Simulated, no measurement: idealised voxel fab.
Presented below is a process module, voxel trench capacitor.
For reference, the cross-section in this document is cut, with width 240 nm and square cells of 5 nm.
Square cells in a grid make up a cross-section in this document, and the grid is given as bands, listed from the top down, each one or more rows of cells.
The band entry comprises the height of the band's top followed by the height of its bottom, expressed in nm, and subsequently the band's materials from left to right, each stated together with its width in nm. Where a single material is marked with the word "full width", that material fills the band from edge to edge. The word "empty" represents empty space.
Measure heights from 0. That's the level where, below it, the as-received wafer is all one material. The lowest band is bottomless and extends downward; write it as in "0 and below".
So if you see something like "30->40" for the width, read it as the top row of the band sitting at the first number and the bottom row at the second, with every row in between moving by the same amount as the last.
What does "nothing changed" mean for a step? It means no cell of the cross-section changed in that step.
"Sealed internal voids" specifies each empty space that is not open to the top and that occupies no fewer than 8 cells, using the form width x height at distance, the distance measured from the left edge and all three quantities in nm.
What comes after the settings on a step's line is commentary from the simulator itself on that step.
Each step line may optionally specify "overlay nm", which for a step with a mask gives the rightward distance between the mask's planned place and where it lay, a negative value indicating the leftward direction.
Structure of the following material. The material consists of pairs of cross-sections. Each pair comprises the cross-section before one process step and the cross-section after that step, the latter shown only down to the lowest band that changed. The step between the cross-sections is specified beneath each pair, including its settings. Pairs are not necessarily consecutive: they may derive from different runs of this module performed on the same starting wafer. Continuity with the pair above is to be assumed only where the entry headed "Pre-step geometry" of the pair in question states it.

## Pre-step geometry
* 20 down to 15: empty=35  TiN=50  empty=10  TiN=50  empty=10  TiN=50  empty=35
* 15 down to 10: empty=35  TiN=5  Al2O3=40  TiN=5  empty=10  TiN=5  Al2O3=40  TiN=5  empty=10  TiN=5  Al2O3=40  TiN=5  empty=35
* 10 down to 5: TiN=40  Al2O3=5  SiN=30  Al2O3=5  TiN=20  Al2O3=5  SiN=30  Al2O3=5  TiN=20  Al2O3=5  SiN=30  Al2O3=5  TiN=40
* 5 down to 0: Al2O3=45  SiN=30  Al2O3=30  SiN=30  Al2O3=30  SiN=30  Al2O3=45
* 0 and below: Si full width
* Sealed internal voids: none

## Post-Process Section
* 30 down to 20: W full width
* 20 down to 15: W=35  TiN=50  W=10  TiN=50  W=10  TiN=50  W=35
* 15 down to 10: W=35  TiN=5  Al2O3=40  TiN=5  W=10  TiN=5  Al2O3=40  TiN=5  W=10  TiN=5  Al2O3=40  TiN=5  W=35
* Below a height of 10, the structure has not been altered.
* Sealed internal voids: none
Between before and after, shown above: FILL_DEP, material W, thk nm 10

Pre-step geometry: it's just the after picture from the pair right above this one.

## Post-Process Section
* 10 down to 5: TiN=40  Al2O3=5  SiN=30  Al2O3=5  TiN=20  Al2O3=5  SiN=30  Al2O3=5  TiN=20  Al2O3=5  SiN=30  Al2O3=5  TiN=40
* Below a height of 5, the structure has not been altered.
* Sealed internal voids: none
Between before and after, shown above: CMP, height nm 10
